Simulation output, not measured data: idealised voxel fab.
A process module follows: voxel self aligned contacts.
The figure presents cross-section cut, which has a width of 205 nm and is divided into square cells with an edge length of 5 nm.
A cross-section is a grid of square cells, given in bands from the top down. A band is one or more rows of cells. It is stipulated that each band's entry specify, in nanometres, the height of the top of the band and then that of its bottom, followed by the materials of the band in left-to-right sequence, each together with its width in nanometres. A single material marked by the word "all across" is understood to fill the band from edge to edge; the word "air" is understood to denote empty space. Note: height 0 marks the level under which the wafer is uniformly one material as received. Lowest band unbounded below, written "from 0 down". When a width is written as two numbers, as in "30..40", the first number is the width in the top row of cells of the band and the second is the width in its bottom row, and the width changes by the same amount from each row to the next. It should be understood that the words "no modifications", when stated for a given step, signify that the cross-section underwent no change in any of its cells during that step. "Cavities, sealed" enumerates empty spaces isolated from the top, with no open way to it, that contain at least 8 cells, giving each as width x height at distance from the left edge, all three in nm. Text after the settings on a step's line: the simulator's own remark on that step. A step's line can hold "overlay nm"; with a mask on that step, the setting says how far right of the planned place the mask lay, while a negative setting says it lay to the left.

LISTED BELOW ARE THE PROCESS STEPS AS PLANNED
1: RECEIVE: material Si
2: CONFORMAL_DEP: material SiO2, thk nm 5
3: DIRECTIONAL_DEP: material polySi, thk nm 25
4: DIRECTIONAL_DEP: material SiN, thk nm 20
5: MASKED_ETCH: tone cover, mask id GATE, width nm 25, pitch nm 60, etch materials SiN, depth nm 20, overlay nm 0
6: MASKED_ETCH: tone cover, mask id GATE, width nm 25, pitch nm 60, etch materials polySi, depth nm 25, overlay nm 0
7: CONFORMAL_DEP: material SiN, thk nm 10
8: DIRECTIONAL_ETCH: etch materials SiN, depth nm 10
9: FILL_DEP: material SiO2, thk nm 10
10: CMP: height nm 55
11: DIRECTIONAL_DEP: material aC, thk nm 10
12: PATTERN: tone open, mask id CONTACT, material resist, width nm 45, pitch nm 60, thk nm 30, overlay nm 0
13: DIRECTIONAL_ETCH: etch materials aC, depth nm 10
14: STRIP: etch materials resist
15: DIRECTIONAL_ETCH: etch materials SiO2, depth nm 55
16: STRIP: etch materials aC
17: CONFORMAL_DEP: material TiN, thk nm 5
18: FILL_DEP: material Ru, thk nm 5
19: CMP: height nm 55
20: CONFORMAL_DEP: material SiN, thk nm 5

CROSS-SECTION OF THE WAFER AS IT CAME TO US, I.E., ALREADY THROUGH STEP 1
  from 0 down  Si all across
  Cavities, sealed: none

CROSS-SECTION, END OF MODULE. START: AS ABOVE. PLAN: AS ABOVE. EXECUTION: ONE MISTAKE
  from 60 to 55  SiN all across
  from 55 to 50  SiO2 (20), then SiN (45), then TiN (15), then SiN (45), then TiN (15), then SiN (45), then SiO2 (20)
  from 50 to 30  SiN all across
  from 30 to 5  polySi all across
  from 5 to 0  SiO2 all across
  from 0 down  Si all across
  Cavities, sealed: none
So what did we get wrong on this run? step 4, plan: ran twice
